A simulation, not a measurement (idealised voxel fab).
process module | voxel self aligned contacts
cross-section cut | 270 nm wide | cells 5 nm
A cross-section is a grid of square cells, given in bands from the top down. A band is one or more rows of cells.
Each band's line starts with the height of the band's top and of its bottom, in nm. Then come its materials from left to right, each with its width in nm. One material with "throughout" fills the band from edge to edge. "air" is empty space.
Height 0 is the level under which the wafer as received is all one material. The lowest band goes on downwards, as in "0 down".
A width such as "30 to 40" changes by the same amount from each row of cells to the next, from the band's top row to its bottom row.
"no change" after a step means that no cell of the cross-section changed.
closed voids: empty space of 8 cells or more with no open way to the top, each as width x height at its distance from the left edge, in nm
after a step's settings: what the simulator itself notes on the step
overlay nm, on a step with a mask: how far to the right of its planned place the mask lay; to the left if negative
plan
1 op RECEIVE | material Si
2 op OXIDIZE | depth nm 5
3 op DIRECTIONAL_DEP | material polySi | thk nm 25
4 op DIRECTIONAL_DEP | material SiN | thk nm 20
5 op PATTERN | tone cover | mask id GATE | material resist | width nm 25 | pitch nm 70 | thk nm 20 | overlay nm 0
6 op DIRECTIONAL_ETCH | etch materials SiN | depth nm 20
7 op DIRECTIONAL_ETCH | etch materials polySi | depth nm 25
8 op STRIP | etch materials resist
9 op CONFORMAL_DEP | material SiN | thk nm 10
10 op DIRECTIONAL_ETCH | etch materials SiN | depth nm 10
11 op FILL_DEP | material SiO2 | thk nm 10
12 op CMP | height nm 50
13 op PATTERN | tone open | mask id CONTACT | material resist | width nm 55 | pitch nm 70 | thk nm 15 | overlay nm 0
14 op DIRECTIONAL_ETCH | etch materials SiO2 | depth nm 55
15 op STRIP | etch materials resist
16 op CONFORMAL_DEP | material TiN | thk nm 5
17 op FILL_DEP | material W | thk nm 10
18 op CMP | height nm 50
19 op CONFORMAL_DEP | material SiN | thk nm 5
as received, after step 1
  0 down: Si throughout
  closed voids: none
first wafer at the end, as planned
  55 to 50: SiN throughout
  50 to 45: SiO2 70 | TiN 20 | W 15 | TiN 20 | SiO2 15 | TiN 20 | W 15 | TiN 20 | SiO2 75
  45 to 25: SiO2 40 | SiN 45 | TiN 5 | W 15 | TiN 5 | SiN 45 | TiN 5 | W 15 | TiN 5 | SiN 45 | SiO2 45
  25 to 0: SiO2 40 | SiN 10 | polySi 25 | SiN 10 | TiN 5 | W 15 | TiN 5 | SiN 10 | polySi 25 | SiN 10 | TiN 5 | W 15 | TiN 5 | SiN 10 | polySi 25 | SiN 10 | SiO2 45
  0 to -5: SiO2 85 | TiN 25 | SiO2 45 | TiN 25 | SiO2 90
  -5 down: Si throughout
  closed voids: none
second wafer at the end: like start, like plan, one mistake
  55 to 50: SiN throughout
  50 to 45: SiO2 70 | TiN 30 | W 15 | TiN 10 | SiO2 15 | TiN 30 | W 15 | TiN 10 | SiO2 75
  45 to 25: SiO2 50 | SiN 45 | TiN 5 | W 15 | TiN 5 | SiN 45 | TiN 5 | W 15 | TiN 5 | SiN 45 | SiO2 35
  25 to 0: SiO2 50 | SiN 10 | polySi 25 | SiN 10 | TiN 5 | W 15 | TiN 5 | SiN 10 | polySi 25 | SiN 10 | TiN 5 | W 15 | TiN 5 | SiN 10 | polySi 25 | SiN 10 | SiO2 35
  0 to -5: SiO2 95 | TiN 25 | SiO2 45 | TiN 25 | SiO2 80
  -5 down: Si throughout
  closed voids: none
what went wrong: step 5 ran as: op PATTERN | tone cover | mask id GATE | material resist | width nm 25 | pitch nm 70 | thk nm 20 | overlay nm 10
at the end the second wafer has, in cells: as many of each material as the first, in other places
